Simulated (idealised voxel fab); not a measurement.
process module | voxel fin reveal
cross-section cut | 270 nm wide | cells 5 nm
A cross-section is a grid of square cells, given in bands from the top down. A band is one or more rows of cells.
Each band's line starts with the height of the band's top and of its bottom, in nm. Then come its materials from left to right, each with its width in nm. One material with "throughout" fills the band from edge to edge. "air" is empty space.
Height 0 is the level under which the wafer as received is all one material. The lowest band goes on downwards, as in "0 down".
A width such as "30 to 40" changes by the same amount from each row of cells to the next, from the band's top row to its bottom row.
"no change" after a step means that no cell of the cross-section changed.
closed voids: empty space of 8 cells or more with no open way to the top, each as width x height at its distance from the left edge, in nm
after a step's settings: what the simulator itself notes on the step
overlay nm, on a step with a mask: how far to the right of its planned place the mask lay; to the left if negative
plan
1 op RECEIVE | material Si
2 op CONFORMAL_DEP | material SiN | thk nm 5
3 op PATTERN | tone cover | mask id FINS | material resist | width nm 15 | pitch nm 35 | thk nm 20 | overlay nm 0
4 op DIRECTIONAL_ETCH | etch materials SiN | depth nm 5
5 op DIRECTIONAL_ETCH | etch materials Si | depth nm 35
6 op STRIP | etch materials resist
7 op OXIDIZE | depth nm 5
8 op FILL_DEP | material SiO2 | thk nm 15
9 op CMP | height nm 5
10 op SELECTIVE_ETCH | etch materials SiO2 | depth nm 20
11 op STRIP | etch materials SiN
12 op CONFORMAL_DEP | material SiO2 | thk nm 5
as received, after step 1
  0 down: Si throughout
  closed voids: none
first wafer at the end, as planned
  5 to 0: air 75 | SiO2 15 | air 20 | SiO2 15 | air 20 | SiO2 15 | air 20 | SiO2 15 | air 75
  0 to -10: air 75 | SiO2 5 | Si 5 | SiO2 5 | air 20 | SiO2 5 | Si 5 | SiO2 5 | air 20 | SiO2 5 | Si 5 | SiO2 5 | air 20 | SiO2 5 | Si 5 | SiO2 5 | air 75
  -10 to -40: SiO2 80 | Si 5 | SiO2 30 | Si 5 | SiO2 30 | Si 5 | SiO2 30 | Si 5 | SiO2 80
  -40 down: Si throughout
  closed voids: none
second wafer at the end: like start, like plan, one mistake
  5 to 0: SiO2 75 | air 15 | SiO2 20 | air 15 | SiO2 20 | air 15 | SiO2 20 | air 15 | SiO2 75
  0 to -10: Si 70 | SiO2 5 | air 15 | SiO2 5 | Si 10 | SiO2 5 | air 15 | SiO2 5 | Si 10 | SiO2 5 | air 15 | SiO2 5 | Si 10 | SiO2 5 | air 15 | SiO2 5 | Si 70
  -10 to -40: Si 70 | SiO2 25 | Si 10 | SiO2 25 | Si 10 | SiO2 25 | Si 10 | SiO2 25 | Si 70
  -40 down: Si throughout
  closed voids: none
what went wrong: step 3 ran as: op PATTERN | tone open | mask id FINS | material resist | width nm 15 | pitch nm 35 | thk nm 20 | overlay nm 0
at the end the second wafer has, in cells: 240 more of Si | 150 fewer of SiO2
